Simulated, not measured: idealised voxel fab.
This section sets out a process module, namely voxel released beams.
Pictured: cross-section cut, 240 nm wide, on a grid of 5 nm square cells.
Think of the cross-section as a grid of square cells. We describe it in bands, top to bottom, and each band covers one or more rows of those cells. Quick guide to a band line: top height, bottom height (nm) up front; then every material left to right with its width in nm. Only one material and it's marked "full width"? Then it fills the band edge to edge. And "air" just means empty space. Ref level 0: as-received wafer is one material below here. Bottom band extends down with no lower bound ("z 0 and below"). The notation "30->40" denotes a width that varies across the rows of cells in the band, beginning at the first number in the top row, finishing at the second number in the bottom row, and changing by an identical amount from each row to the next. Step marked "no modifications"? Then no cell in the cross-section changed in it. You'll see "Unvented cavities" listing empty spaces that have no way open to the top, as long as they're 8 cells or more; the notation is width x height at distance, where the distance is from the left edge, and all of it is in nm. If you see something after the settings on a step's line, that's the simulator's own remark about that step. On any step carrying a mask, the "overlay nm" setting, if present on the step's line, tells how far right of its planned place the mask lay; negative values point to the left.
[List of planned process steps]
1) RECEIVE (material Si)
2) CONFORMAL_DEP (material SiN; thk nm 10)
3) DIRECTIONAL_DEP (material SiO2; thk nm 10)
4) PATTERN (tone open; mask id ANCHOR; material resist; width nm 45; thk nm 20; overlay nm 0)
5) DIRECTIONAL_ETCH (etch materials SiO2; depth nm 10)
6) STRIP (etch materials resist)
7) CONFORMAL_DEP (material W; thk nm 15)
8) MASKED_ETCH (tone cover; mask id BEAM; width nm 105; etch materials W; depth nm 15; overlay nm 0)
9) STRIP (etch materials SiO2)
[So this is the incoming wafer in cross-section - it's already been through step 1]
> z 0 and below = Si full width
> Unvented cavities: none
[Same starting wafer, same plan as above, one mistake in the execution; this is the cross-section at the end of the module]
> z 35 to 25 = 65 air  25 W  15 air  65 W  70 air
> z 25 to 20 = 65 air  105 W  70 air
> z 20 to 10 = 75 air  45 W  120 air
> z 10 to 0 = SiN full width
> z 0 and below = Si full width
> Unvented cavities: none
Where did the run depart from the plan? not per plan at step 4, really ran PATTERN (tone open; mask id ANCHOR; material resist; width nm 45; thk nm 20; overlay nm 5)
